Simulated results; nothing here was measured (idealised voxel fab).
Process module in this document: voxel self aligned contacts
280 nm wide, 5 nm square cells: that's cross-section cut.
Square cells in a grid make up a cross-section in this document, and the grid is given as bands, listed from the top down, each one or more rows of cells.
Band: top and bottom heights (nm) first, top before bottom; then materials from left to right, widths in nm. "edge to edge" marks a sole material filling the band edge to edge. "air" denotes empty space.
Heights from 0 (as-received wafer is one material below). Bottom band endless downward, as "z 0 and below".
You'd read "30 to 40" like this: the band's top row of cells is as wide as the first number, its bottom row is as wide as the second, and going down, every row changes width by the same amount as the row before did.
Key: "identical to before" - step with no changed cell in the cross-section.
Any empty space of 8 cells or more lacking an open way to the top shows up in "Catalogued sealed voids" as width x height at distance, distance from the left edge, in nm.
after a step's settings: what the simulator itself notes on the step
When a step includes a mask, the "overlay nm" setting on its line states how far to the right of its planned place that mask lay, and negative values state how far to the left.
### List of planned process steps
1: RECEIVE: material Si
2: OXIDIZE: depth nm 5
3: DIRECTIONAL_DEP: material polySi, thk nm 20
4: DIRECTIONAL_DEP: material SiN, thk nm 25
5: DIRECTIONAL_DEP: material aC, thk nm 10
6: PATTERN: tone cover, mask id GATE, material resist, width nm 30, pitch nm 75, thk nm 25, overlay nm 0
7: DIRECTIONAL_ETCH: etch materials aC, depth nm 10
8: STRIP: etch materials resist
9: DIRECTIONAL_ETCH: etch materials SiN, depth nm 25
10: DIRECTIONAL_ETCH: etch materials polySi, depth nm 20
11: STRIP: etch materials aC
12: CONFORMAL_DEP: material SiN, thk nm 10
13: DIRECTIONAL_ETCH: etch materials SiN, depth nm 10
14: FILL_DEP: material SiO2, thk nm 15
15: CMP: height nm 55
16: PATTERN: tone open, mask id CONTACT, material resist, width nm 55, thk nm 15, overlay nm 0
17: DIRECTIONAL_ETCH: etch materials SiO2, depth nm 60
18: STRIP: etch materials resist
19: CONFORMAL_DEP: material TiN, thk nm 5
20: FILL_DEP: material W, thk nm 10
21: CMP: height nm 55
22: CONFORMAL_DEP: material SiCN, thk nm 5
### First of two wafers - as planned
### Wafer at receipt (post step 1), cross-section
	z 0 and below: Si edge to edge
	Catalogued sealed voids: none
### Wafer section view after processing step 2
	z 0 to -5: SiO2 edge to edge
	Beneath the level -5, the cross-section is identical to its previous state.
### Wafer section view after processing step 3
	z 20 to 0: polySi edge to edge
	Beneath the level 0, the cross-section is identical to its previous state.
### Wafer section view after processing step 4
	z 45 to 20: SiN edge to edge
	Beneath the level 20, the cross-section is identical to its previous state.
### Wafer section view after processing step 5
	z 55 to 45: aC edge to edge
	Beneath the level 45, the cross-section is identical to its previous state.
### Wafer section view after processing step 6
	z 80 to 55: air 85 nm | resist 30 nm | air 45 nm | resist 30 nm | air 90 nm
	Beneath the level 55, the cross-section is identical to its previous state.
### Wafer section view after processing step 7
	z 70 to 55: air 85 nm | resist 30 nm | air 45 nm | resist 30 nm | air 90 nm
	z 55 to 45: air 85 nm | aC 30 nm | air 45 nm | aC 30 nm | air 90 nm
	Beneath the level 45, the cross-section is identical to its previous state.
### Wafer section view after processing step 8
	z 55 to 45: air 85 nm | aC 30 nm | air 45 nm | aC 30 nm | air 90 nm
	Beneath the level 45, the cross-section is identical to its previous state.
### Wafer section view after processing step 9
	z 55 to 45: air 85 nm | aC 30 nm | air 45 nm | aC 30 nm | air 90 nm
	z 45 to 20: air 85 nm | SiN 30 nm | air 45 nm | SiN 30 nm | air 90 nm
	Beneath the level 20, the cross-section is identical to its previous state.
### Wafer section view after processing step 10
	z 55 to 45: air 85 nm | aC 30 nm | air 45 nm | aC 30 nm | air 90 nm
	z 45 to 20: air 85 nm | SiN 30 nm | air 45 nm | SiN 30 nm | air 90 nm
	z 20 to 0: air 85 nm | polySi 30 nm | air 45 nm | polySi 30 nm | air 90 nm
	Beneath the level 0, the cross-section is identical to its previous state.
### Wafer section view after processing step 11
	z 45 to 20: air 85 nm | SiN 30 nm | air 45 nm | SiN 30 nm | air 90 nm
	Beneath the level 20, the cross-section is identical to its previous state.
### Wafer section view after processing step 12
	z 55 to 20: air 75 nm | SiN 50 nm | air 25 nm | SiN 50 nm | air 80 nm
	z 20 to 10: air 75 nm | SiN 10 nm | polySi 30 nm | SiN 10 nm | air 25 nm | SiN 10 nm | polySi 30 nm | SiN 10 nm | air 80 nm
	z 10 to 0: SiN 85 nm | polySi 30 nm | SiN 45 nm | polySi 30 nm | SiN 90 nm
	Beneath the level 0, the cross-section is identical to its previous state.
### Wafer section view after processing step 13
	z 45 to 20: air 75 nm | SiN 50 nm | air 25 nm | SiN 50 nm | air 80 nm
	z 20 to 0: air 75 nm | SiN 10 nm | polySi 30 nm | SiN 10 nm | air 25 nm | SiN 10 nm | polySi 30 nm | SiN 10 nm | air 80 nm
	Beneath the level 0, the cross-section is identical to its previous state.
### Wafer section view after processing step 14
	z 60 to 45: SiO2 edge to edge
	z 45 to 20: SiO2 75 nm | SiN 50 nm | SiO2 25 nm | SiN 50 nm | SiO2 80 nm
	z 20 to 0: SiO2 75 nm | SiN 10 nm | polySi 30 nm | SiN 10 nm | SiO2 25 nm | SiN 10 nm | polySi 30 nm | SiN 10 nm | SiO2 80 nm
	Beneath the level 0, the cross-section is identical to its previous state.
### Wafer section view after processing step 15
	z 55 to 45: SiO2 edge to edge
	Beneath the level 45, the cross-section is identical to its previous state.
### Wafer section view after processing step 16
	z 70 to 55: resist 110 nm | air 55 nm | resist 115 nm
	Beneath the level 55, the cross-section is identical to its previous state.
### Wafer section view after processing step 17
	z 70 to 55: resist 110 nm | air 55 nm | resist 115 nm
	z 55 to 45: SiO2 110 nm | air 55 nm | SiO2 115 nm
	z 45 to 20: SiO2 75 nm | SiN 50 nm | air 25 nm | SiN 50 nm | SiO2 80 nm
	z 20 to 0: SiO2 75 nm | SiN 10 nm | polySi 30 nm | SiN 10 nm | air 25 nm | SiN 10 nm | polySi 30 nm | SiN 10 nm | SiO2 80 nm
	z 0 to -5: SiO2 125 nm | air 25 nm | SiO2 130 nm
	Beneath the level -5, the cross-section is identical to its previous state.
### Wafer section view after processing step 18
	z 55 to 45: SiO2 110 nm | air 55 nm | SiO2 115 nm
	Beneath the level 45, the cross-section is identical to its previous state.
### Wafer section view after processing step 19
	z 60 to 55: TiN 115 nm | air 45 nm | TiN 120 nm
	z 55 to 45: SiO2 110 nm | TiN 5 to 20 nm | air 45 to 15 nm | TiN 5 to 20 nm | SiO2 115 nm
	z 45 to 20: SiO2 75 nm | SiN 50 nm | TiN 5 nm | air 15 nm | TiN 5 nm | SiN 50 nm | SiO2 80 nm
	z 20 to 0: SiO2 75 nm | SiN 10 nm | polySi 30 nm | SiN 10 nm | TiN 5 nm | air 15 nm | TiN 5 nm | SiN 10 nm | polySi 30 nm | SiN 10 nm | SiO2 80 nm
	z 0 to -5: SiO2 125 nm | TiN 25 nm | SiO2 130 nm
	Beneath the level -5, the cross-section is identical to its previous state.
### Wafer section view after processing step 20
	z 70 to 60: W edge to edge
	z 60 to 55: TiN 115 nm | W 45 nm | TiN 120 nm
	z 55 to 45: SiO2 110 nm | TiN 5 to 20 nm | W 45 to 15 nm | TiN 5 to 20 nm | SiO2 115 nm
	z 45 to 20: SiO2 75 nm | SiN 50 nm | TiN 5 nm | W 15 nm | TiN 5 nm | SiN 50 nm | SiO2 80 nm
	z 20 to 0: SiO2 75 nm | SiN 10 nm | polySi 30 nm | SiN 10 nm | TiN 5 nm | W 15 nm | TiN 5 nm | SiN 10 nm | polySi 30 nm | SiN 10 nm | SiO2 80 nm
	Beneath the level 0, the cross-section is identical to its previous state.
### Wafer section view after processing step 21
	z 55 to 45: SiO2 110 nm | TiN 5 to 20 nm | W 45 to 15 nm | TiN 5 to 20 nm | SiO2 115 nm
	Beneath the level 45, the cross-section is identical to its previous state.
### Wafer section view after processing step 22
	z 60 to 55: SiCN edge to edge
	Beneath the level 55, the cross-section is identical to its previous state.
### Wafer two: like wafer one in start and plan, but with one mistake in execution; identical up to and including step 1
### Second wafer, cut view, end of step 2 per plan
	z 20 to 0: polySi edge to edge
	Beneath the level 0, the cross-section is identical to its previous state.
### Second wafer, cut view, end of step 3 per plan
	z 20 to 15: SiO2 edge to edge
	Beneath the level 15, the cross-section is identical to its previous state.
### Second wafer, cut view, end of step 4 per plan
	z 45 to 20: SiN edge to edge
	Beneath the level 20, the cross-section is identical to its previous state.
### Second wafer, cut view, end of step 5 per plan
	z 55 to 45: aC edge to edge
	Beneath the level 45, the cross-section is identical to its previous state.
### Second wafer, cut view, end of step 6 per plan
	z 80 to 55: air 85 nm | resist 30 nm | air 45 nm | resist 30 nm | air 90 nm
	Beneath the level 55, the cross-section is identical to its previous state.
### Second wafer, cut view, end of step 7 per plan
	z 70 to 55: air 85 nm | resist 30 nm | air 45 nm | resist 30 nm | air 90 nm
	z 55 to 45: air 85 nm | aC 30 nm | air 45 nm | aC 30 nm | air 90 nm
	Beneath the level 45, the cross-section is identical to its previous state.
### Second wafer, cut view, end of step 8 per plan
	z 55 to 45: air 85 nm | aC 30 nm | air 45 nm | aC 30 nm | air 90 nm
	Beneath the level 45, the cross-section is identical to its previous state.
### Second wafer, cut view, end of step 9 per plan
	z 55 to 45: air 85 nm | aC 30 nm | air 45 nm | aC 30 nm | air 90 nm
	z 45 to 20: air 85 nm | SiN 30 nm | air 45 nm | SiN 30 nm | air 90 nm
	Beneath the level 20, the cross-section is identical to its previous state.
Second wafer, cut view, end of step 10 per plan: identical to before
### Second wafer, cut view, end of step 11 per plan
	z 45 to 20: air 85 nm | SiN 30 nm | air 45 nm | SiN 30 nm | air 90 nm
	Beneath the level 20, the cross-section is identical to its previous state.
### Second wafer, cut view, end of step 12 per plan
	z 55 to 30: air 75 nm | SiN 50 nm | air 25 nm | SiN 50 nm | air 80 nm
	z 30 to 20: SiN edge to edge
	Beneath the level 20, the cross-section is identical to its previous state.
### Second wafer, cut view, end of step 13 per plan
	z 45 to 20: air 75 nm | SiN 50 nm | air 25 nm | SiN 50 nm | air 80 nm
	Beneath the level 20, the cross-section is identical to its previous state.
### Second wafer, cut view, end of step 14 per plan
	z 60 to 45: SiO2 edge to edge
	z 45 to 20: SiO2 75 nm | SiN 50 nm | SiO2 25 nm | SiN 50 nm | SiO2 80 nm
	Beneath the level 20, the cross-section is identical to its previous state.
### Second wafer, cut view, end of step 15 per plan
	z 55 to 45: SiO2 edge to edge
	Beneath the level 45, the cross-section is identical to its previous state.
### Second wafer, cut view, end of step 16 per plan
	z 70 to 55: resist 110 nm | air 55 nm | resist 115 nm
	Beneath the level 55, the cross-section is identical to its previous state.
### Second wafer, cut view, end of step 17 per plan
	z 70 to 55: resist 110 nm | air 55 nm | resist 115 nm
	z 55 to 45: SiO2 110 nm | air 55 nm | SiO2 115 nm
	z 45 to 20: SiO2 75 nm | SiN 50 nm | air 25 nm | SiN 50 nm | SiO2 80 nm
	z 20 to 15: SiO2 125 nm | air 25 nm | SiO2 130 nm
	Beneath the level 15, the cross-section is identical to its previous state.
### Second wafer, cut view, end of step 18 per plan
	z 55 to 45: SiO2 110 nm | air 55 nm | SiO2 115 nm
	Beneath the level 45, the cross-section is identical to its previous state.
### Second wafer, cut view, end of step 19 per plan
	z 60 to 55: TiN 115 nm | air 45 nm | TiN 120 nm
	z 55 to 45: SiO2 110 nm | TiN 5 to 20 nm | air 45 to 15 nm | TiN 5 to 20 nm | SiO2 115 nm
	z 45 to 20: SiO2 75 nm | SiN 50 nm | TiN 5 nm | air 15 nm | TiN 5 nm | SiN 50 nm | SiO2 80 nm
	z 20 to 15: SiO2 125 nm | TiN 25 nm | SiO2 130 nm
	Beneath the level 15, the cross-section is identical to its previous state.
### Second wafer, cut view, end of step 20 per plan
	z 70 to 60: W edge to edge
	z 60 to 55: TiN 115 nm | W 45 nm | TiN 120 nm
	z 55 to 45: SiO2 110 nm | TiN 5 to 20 nm | W 45 to 15 nm | TiN 5 to 20 nm | SiO2 115 nm
	z 45 to 20: SiO2 75 nm | SiN 50 nm | TiN 5 nm | W 15 nm | TiN 5 nm | SiN 50 nm | SiO2 80 nm
	Beneath the level 20, the cross-section is identical to its previous state.
### Second wafer, cut view, end of step 21 per plan
	z 55 to 45: SiO2 110 nm | TiN 5 to 20 nm | W 45 to 15 nm | TiN 5 to 20 nm | SiO2 115 nm
	Beneath the level 45, the cross-section is identical to its previous state.
### Second wafer, cut view, end of step 22 per plan
	z 60 to 55: SiCN edge to edge
	Beneath the level 55, the cross-section is identical to its previous state.
what went wrong: sequence error: steps 2 and 3 interchanged
Wrapping up, a cell-based count of both wafers puts the second over or under the first for these materials: 56 more of Si; 32 fewer of SiN; 124 fewer of SiO2; 8 fewer of TiN; 12 fewer of W; 120 more of polySi
